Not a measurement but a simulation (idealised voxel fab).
Documented hereafter: the process module known as voxel self aligned contacts.
The cross-section on display is named cut; it measures 290 nm wide, and its cells are 5 nm squares.
When this document writes out a cross-section, it uses a grid of square cells and lists it as bands, beginning at the top and moving down, with a band standing for one or more rows of cells.
Top height, bottom height, nm. Materials left to right, width each, nm. Single material + "edge to edge" = fills band edge to edge. "blank" = empty.
The level at which height equals 0 is the one under which the wafer, as it arrives, is entirely one material. No lower edge exists for the bottom band, which continues downward and is notated as in "from 0 down".
Width "30 to 40": first value at the band's top row of cells, second value at its bottom row, equal change from row to row.
Given "remained the same" for a step, no cell of the cross-section differs between before and after that step.
"Sealed internal cavities" means: voids of 8 cells or more that are shut off from the top with no open way through. Written width x height at distance, distance from the left edge, in nm.
Read whatever lies past the settings on a step's line as the simulator's own remark about the step.
"overlay nm" on a masked step: distance the mask lay right of its planned place, negative for left.

Below is the list of planned process steps
1: RECEIVE: material Si
2: CONFORMAL_DEP: material SiO2, thk nm 5
3: DIRECTIONAL_DEP: material polySi, thk nm 25
4: DIRECTIONAL_DEP: material SiN, thk nm 20
5: DIRECTIONAL_DEP: material aC, thk nm 15
6: PATTERN: tone cover, mask id GATE, material resist, width nm 30, pitch nm 75, thk nm 30, overlay nm 0
7: DIRECTIONAL_ETCH: etch materials aC, depth nm 15
8: STRIP: etch materials resist
9: DIRECTIONAL_ETCH: etch materials SiN, depth nm 20
10: DIRECTIONAL_ETCH: etch materials polySi, depth nm 25
11: STRIP: etch materials aC
12: CONFORMAL_DEP: material SiN, thk nm 10
13: DIRECTIONAL_ETCH: etch materials SiN, depth nm 10
14: FILL_DEP: material SiO2, thk nm 10
15: CMP: height nm 55
16: MASKED_ETCH: tone open, mask id CONTACT, width nm 55, pitch nm 75, etch materials SiO2, depth nm 55, overlay nm 0
17: CONFORMAL_DEP: material TiN, thk nm 5
18: FILL_DEP: material W, thk nm 5
19: CMP: height nm 55
20: CONFORMAL_DEP: material SiN, thk nm 5

This is the cross-section of the wafer as we received it, i.e. after step 1
	from 0 down | Si edge to edge
	Sealed internal cavities: none

Post-module cross-section: identical start and plan to those above, one misstep in execution
	from 60 to 55 | SiN edge to edge
	from 55 to 50 | SiO2=80, TiN=55, SiO2=20, TiN=55, SiO2=80
	from 50 to 30 | SiN=65, SiO2=10, SiN=65, SiO2=10, SiN=65, SiO2=10, SiN=65
	from 30 to 5 | polySi=55, SiN=10, SiO2=10, SiN=10, polySi=45, SiN=10, SiO2=10, SiN=10, polySi=45, SiN=10, SiO2=10, SiN=10, polySi=55
	from 5 to 0 | SiO2 edge to edge
	from 0 down | Si edge to edge
	Sealed internal cavities: none
What was the processing mistake? contrary to plan, step 6 was performed as PATTERN: tone open, mask id GATE, material resist, width nm 30, pitch nm 75, thk nm 30, overlay nm 0
